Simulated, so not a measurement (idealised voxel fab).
Documented hereafter: the process module known as voxel local oxidation.
For reference, the cross-section in this document is cut, with width 290 nm and square cells of 5 nm.
Think of the cross-section as a grid of square cells. We describe it in bands, top to bottom, and each band covers one or more rows of those cells.
Per band: top height and bottom height in nm, followed by the left-to-right materials and their widths in nm; "everywhere" marks a single material spanning edge to edge, "air" marks empty space.
Ref level 0: as-received wafer is one material below here. Bottom band extends down with no lower bound ("0 -> down").
Quick explanation for "30->40": the width changes in equal steps down the rows of cells, from the first number in the band's top row to the second number in its bottom row.
Given "everything unchanged" for a step, no cell of the cross-section differs between before and after that step.
"Sealed void inventory": sealed empty spaces, 8 cells or more, no open way to top, listed width x height at distance, with distance from the left edge and width, height and distance in nm.
It should be noted that, on the line of a given step, the content following the step's settings is a remark produced by the simulator itself with respect to that step.
Steps that use a mask can have "overlay nm" on their line. It says how far the mask sat to the right of where it was meant to be. Negative means to the left.

Process steps foreseen in the plan
1 RECEIVE [material Si]
2 CONFORMAL_DEP [material SiO2] [thk nm 5]
3 CONFORMAL_DEP [material SiN] [thk nm 10]
4 MASKED_ETCH [tone cover] [mask id ACTIVE] [width nm 100] [pitch nm 140] [etch materials SiN] [depth nm 10] [overlay nm 0]
5 SELECTIVE_ETCH [etch materials SiO2] [depth nm 5]
6 OXIDIZE [depth nm 15]
7 STRIP [etch materials SiN]

Incoming wafer in cross-section (state: after step 1)
- 0 -> down: Si everywhere
- Sealed void inventory: none

Wafer cross-section at module end: first of two, run to plan
- 5 -> 0: air: 30 | SiO2: 90 | air: 50 | SiO2: 90 | air: 30
- 0 -> -15: SiO2: 45 | Si: 60 | SiO2: 80 | Si: 60 | SiO2: 45
- -15 -> down: Si everywhere
- Sealed void inventory: none

So this is wafer number two of the two, cut at the end of the module - it started where the first did and had the same plan, we just got one thing wrong running it
- 0 -> -15: air: 45 | Si: 60 | air: 80 | Si: 60 | air: 45
- -15 -> down: Si everywhere
- Sealed void inventory: none
Error vs. plan: step 7 did not happen as planned, as run it was STRIP [etch materials SiO2]
The closing comparison, in cells, has the second wafer with more or fewer of some materials than the first: 138 fewer of SiO2
